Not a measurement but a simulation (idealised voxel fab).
Documented hereafter: the process module known as voxel gate over fins.
For reference, the cross-section in this document is cut, with width 195 nm and square cells of 5 nm.
The cross-sections in this document take the form of a grid made of square cells. They are written out as bands, in order from top to bottom. Each band consists of one or more rows of cells.
Each band's line starts with the height of the band's top and of its bottom, in nm. Then come its materials from left to right, each with its width in nm. One material with "everywhere" fills the band from edge to edge. "blank" is empty space.
Heights are reckoned from 0. Under this level, the received wafer is all of one material. The bottommost band is open-ended downward, for example "0 and below".
Graded width ("30->40"): value in top row of band = first number; value in bottom row = second number; row-to-row change constant.
Where a step carries "nothing changed", the cross-section came out of it unchanged, cell for cell.
You'll see "Unvented voids" listing empty spaces that have no way open to the top, as long as they're 8 cells or more; the notation is width x height at distance, where the distance is from the left edge, and all of it is in nm.
Anything after a step's settings on that line? It's the simulator's own note about the step.
What "overlay nm" on a step's line means: if the step has a mask, that mask lay this far to the right of its planned place, or, when the value is negative, to the left.

Set out below are the planned steps of the process:
- 1: RECEIVE [material Si]
- 2: CONFORMAL_DEP [material SiN] [thk nm 5]
- 3: DIRECTIONAL_DEP [material aC] [thk nm 15]
- 4: PATTERN [tone cover] [mask id FINS] [material resist] [width nm 15] [pitch nm 60] [thk nm 30] [overlay nm 0]
- 5: DIRECTIONAL_ETCH [etch materials aC] [depth nm 15]
- 6: STRIP [etch materials resist]
- 7: DIRECTIONAL_ETCH [etch materials SiN] [depth nm 5]
- 8: DIRECTIONAL_ETCH [etch materials Si] [depth nm 30]
- 9: STRIP [etch materials aC]
- 10: FILL_DEP [material SiO2] [thk nm 10]
- 11: CMP [height nm 5]
- 12: MASKED_ETCH [tone open] [mask id RAIL] [width nm 15] [etch materials SiO2] [depth nm 30] [overlay nm 0]
- 13: CONFORMAL_DEP [material TiN] [thk nm 5]
- 14: FILL_DEP [material W] [thk nm 5]
- 15: CMP [height nm 5]
- 16: SELECTIVE_ETCH [etch materials W Ru TiN] [depth nm 20]
- 17: FILL_DEP [material SiO2] [thk nm 5]
- 18: CMP [height nm 5]
- 19: SELECTIVE_ETCH [etch materials SiO2] [depth nm 15]
- 20: STRIP [etch materials SiN]
- 21: CONFORMAL_DEP [material HfO2] [thk nm 5]
- 22: CONFORMAL_DEP [material TiN] [thk nm 5]
- 23: CONFORMAL_DEP [material TiAl] [thk nm 5]
- 24: CONFORMAL_DEP [material TiN] [thk nm 5]
- 25: FILL_DEP [material W] [thk nm 15]
- 26: CMP [height nm 30]
- 27: CONFORMAL_DEP [material SiCN] [thk nm 10]

Wafer at receipt (post step 1), cross-section:
	0 and below = Si everywhere
	Unvented voids: none

a wafer at the end: this start, this plan, one mistake:
	40 down to 30 = SiCN everywhere
	30 down to 20 = W everywhere
	20 down to 15 = 10 nm W | 55 nm TiN | 5 nm W | 55 nm TiN | 5 nm W | 55 nm TiN | 10 nm W
	15 down to 10 = 10 nm W | 5 nm TiN | 45 nm TiAl | 5 nm TiN | 5 nm W | 5 nm TiN | 45 nm TiAl | 5 nm TiN | 5 nm W | 5 nm TiN | 45 nm TiAl | 5 nm TiN | 10 nm W
	10 down to 5 = 15 nm TiN | 5 nm TiAl | 35 nm TiN | 5 nm TiAl | 15 nm TiN | 5 nm TiAl | 35 nm TiN | 5 nm TiAl | 15 nm TiN | 5 nm TiAl | 35 nm TiN | 5 nm TiAl | 15 nm TiN
	5 down to 0 = 20 nm TiAl | 5 nm TiN | 25 nm HfO2 | 5 nm TiN | 25 nm TiAl | 5 nm TiN | 25 nm HfO2 | 5 nm TiN | 25 nm TiAl | 5 nm TiN | 25 nm HfO2 | 5 nm TiN | 20 nm TiAl
	0 down to -5 = 25 nm TiN | 5 nm HfO2 | 15 nm Si | 5 nm HfO2 | 35 nm TiN | 5 nm HfO2 | 15 nm Si | 5 nm HfO2 | 35 nm TiN | 5 nm HfO2 | 15 nm Si | 5 nm HfO2 | 25 nm TiN
	-5 down to -10 = 30 nm HfO2 | 15 nm Si | 45 nm HfO2 | 15 nm Si | 45 nm HfO2 | 15 nm Si | 30 nm HfO2
	-10 down to -15 = 30 nm SiO2 | 15 nm Si | 45 nm SiO2 | 15 nm Si | 45 nm SiO2 | 15 nm Si | 30 nm SiO2
	-15 down to -20 = 30 nm SiO2 | 15 nm Si | 15 nm SiO2 | 15 nm TiN | 15 nm SiO2 | 15 nm Si | 45 nm SiO2 | 15 nm Si | 30 nm SiO2
	-20 and below = Si everywhere
	Unvented voids: none
Processing error: step 8 was run on a setting that differed from the plan, and what really ran there is DIRECTIONAL_ETCH [etch materials Si] [depth nm 20]
